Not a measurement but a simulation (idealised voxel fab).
Process module name: voxel quadruple lines
For reference, the cross-section in this document is cut, with width 165 nm and square cells of 5 nm.
Cross-section layout: square cells on a grid; listed as bands, top to bottom; a band spans one or more cell rows.
Look at the band entry: it leads with the top's height and the bottom's height in nm. Then it lists the materials left to right, with a width in nm for each. The word "everywhere" on a single material says that material fills the band edge to edge. The word "empty" is empty space.
Height is counted from the level 0, under which the received wafer is composed throughout of one material. The lowest of the bands is not closed at the bottom but continues downward, in the notation "0 nm and below".
The notation "30..40" denotes a width that varies across the rows of cells in the band, beginning at the first number in the top row, finishing at the second number in the bottom row, and changing by an identical amount from each row to the next.
Given "remained unchanged" for a step, no cell of the cross-section differs between before and after that step.
Entry "Enclosed internal voids". Content: empty spaces with no open connection to the top, size 8 cells or greater. Each: width x height at distance. Distance: from left edge. Unit: nm.
What comes after the settings on a step's line is commentary from the simulator itself on that step.
On any step carrying a mask, the "overlay nm" setting, if present on the step's line, tells how far right of its planned place the mask lay; negative values point to the left.
-- Set out below are the planned steps of the process
1 RECEIVE with material Si
2 CONFORMAL_DEP with material SiO2, thk nm 10
3 DIRECTIONAL_DEP with material TiN, thk nm 15
4 DIRECTIONAL_DEP with material polySi, thk nm 15
5 DIRECTIONAL_DEP with material aC, thk nm 20
6 PATTERN with tone cover, mask id MANDREL, material resist, width nm 15, thk nm 30, overlay nm 0
7 DIRECTIONAL_ETCH with etch materials aC, depth nm 20
8 STRIP with etch materials resist
9 CONFORMAL_DEP with material SiO2, thk nm 15
10 DIRECTIONAL_ETCH with etch materials SiO2, depth nm 15
11 STRIP with etch materials aC
12 DIRECTIONAL_ETCH with etch materials polySi, depth nm 15
13 STRIP with etch materials SiO2
14 CONFORMAL_DEP with material SiCN, thk nm 5
15 DIRECTIONAL_ETCH with etch materials SiCN, depth nm 5
16 STRIP with etch materials polySi
17 DIRECTIONAL_ETCH with etch materials TiN, depth nm 15
18 STRIP with etch materials SiCN
Among the wafers covered here, the point of difference is the width nm at step 6; their starting state is shared, and the plan presents the value of the first wafer.
-- Received condition of the first of several wafers, sectioned: post-step 1
0 nm and below = Si everywhere
Enclosed internal voids: none
-- Below is a per-wafer table. In it, each row describes the wafer at the end of the module by giving, for each material, the number of cells gained (+) or lost (-) since the wafer was received, and after that the closed voids of the wafer
width nm 15 | +66 SiO2 | +12 TiN | Enclosed internal voids: none
width nm 20 | +66 SiO2 | +12 TiN | Enclosed internal voids: none
width nm 25 | +66 SiO2 | +12 TiN | Enclosed internal voids: none
width nm 30 | +66 SiO2 | +12 TiN | Enclosed internal voids: none
width nm 35 | +66 SiO2 | +12 TiN | Enclosed internal voids: none
width nm 40 | +66 SiO2 | +12 TiN | Enclosed internal voids: none
